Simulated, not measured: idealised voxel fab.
The document below concerns the process module designated voxel gate over fins.
Cross-sectional view cut (width: 215 nm; square cell size: 5 nm).
A cross-section is written here as square cells arranged in a grid, and it is given in bands from the top down, each band taking up one or more rows of cells. Top, bottom (nm), then materials left to right with widths (nm); lone material tagged "all across" fills the whole band edge to edge; "blank" = empty space. Heights are reckoned from 0. Under this level, the received wafer is all of one material. The bottommost band is open-ended downward, for example "z 0 and below". Width: "30..40" (first number = top row, second number = bottom row, same change from row to row of cells). "nothing changed" (step): cross-section cells unchanged, all of them. "Enclosed voids" lists enclosed empty spaces (at least 8 cells, no open path upward to the top), each as width x height at distance from the left edge, in nm. Step line, after settings: the simulator's comment on this step. Among the settings permitted on a step's line is "overlay nm"; applied to a step with a mask, it specifies the extent to which the mask lay to the right of its planned position, whereas a negative figure signifies a position to the left.

**Planned step list for the process**
1,RECEIVE (material Si)
2,CONFORMAL_DEP (material SiN; thk nm 10)
3,DIRECTIONAL_DEP (material aC; thk nm 10)
4,PATTERN (tone cover; mask id FINS; material resist; width nm 15; pitch nm 45; thk nm 25; overlay nm 0)
5,DIRECTIONAL_ETCH (etch materials aC; depth nm 10)
6,STRIP (etch materials resist)
7,DIRECTIONAL_ETCH (etch materials SiN; depth nm 10)
8,DIRECTIONAL_ETCH (etch materials Si; depth nm 35)
9,STRIP (etch materials aC)
10,FILL_DEP (material SiO2; thk nm 15)
11,CMP (height nm 10)
12,SELECTIVE_ETCH (etch materials SiO2; depth nm 25)
13,STRIP (etch materials SiN)
14,CONFORMAL_DEP (material HfO2; thk nm 5)
15,CONFORMAL_DEP (material TiN; thk nm 5)
16,FILL_DEP (material W; thk nm 10)
17,CMP (height nm 15)
18,CONFORMAL_DEP (material SiCN; thk nm 10)

**As received (post step 1): cross-section**
  z 0 and below | Si all across
  Enclosed voids: none

**Final wafer profile in cross-section after the module, from the same start and plan as above, with one mistake made during processing**
  z 25 to 15 | SiCN all across
  z 15 to 10 | W all across
  z 10 to 5 | W: 45 | TiN: 35 | W: 10 | TiN: 35 | W: 10 | TiN: 35 | W: 45
  z 5 to 0 | W: 45 | TiN: 5 | HfO2: 25 | TiN: 5 | W: 10 | TiN: 5 | HfO2: 25 | TiN: 5 | W: 10 | TiN: 5 | HfO2: 25 | TiN: 5 | W: 45
  z 0 to -5 | W: 45 | TiN: 5 | HfO2: 5 | Si: 15 | HfO2: 5 | TiN: 5 | W: 10 | TiN: 5 | HfO2: 5 | Si: 15 | HfO2: 5 | TiN: 5 | W: 10 | TiN: 5 | HfO2: 5 | Si: 15 | HfO2: 5 | TiN: 5 | W: 45
  z -5 to -10 | TiN: 50 | HfO2: 5 | Si: 15 | HfO2: 5 | TiN: 20 | HfO2: 5 | Si: 15 | HfO2: 5 | TiN: 20 | HfO2: 5 | Si: 15 | HfO2: 5 | TiN: 50
  z -10 to -15 | HfO2: 55 | Si: 15 | HfO2: 30 | Si: 15 | HfO2: 30 | Si: 15 | HfO2: 55
  z -15 to -70 | SiO2: 55 | Si: 15 | SiO2: 30 | Si: 15 | SiO2: 30 | Si: 15 | SiO2: 55
  z -70 and below | Si all across
  Enclosed voids: none
Finding, execution versus plan: twice over, step 8 of the plan was run
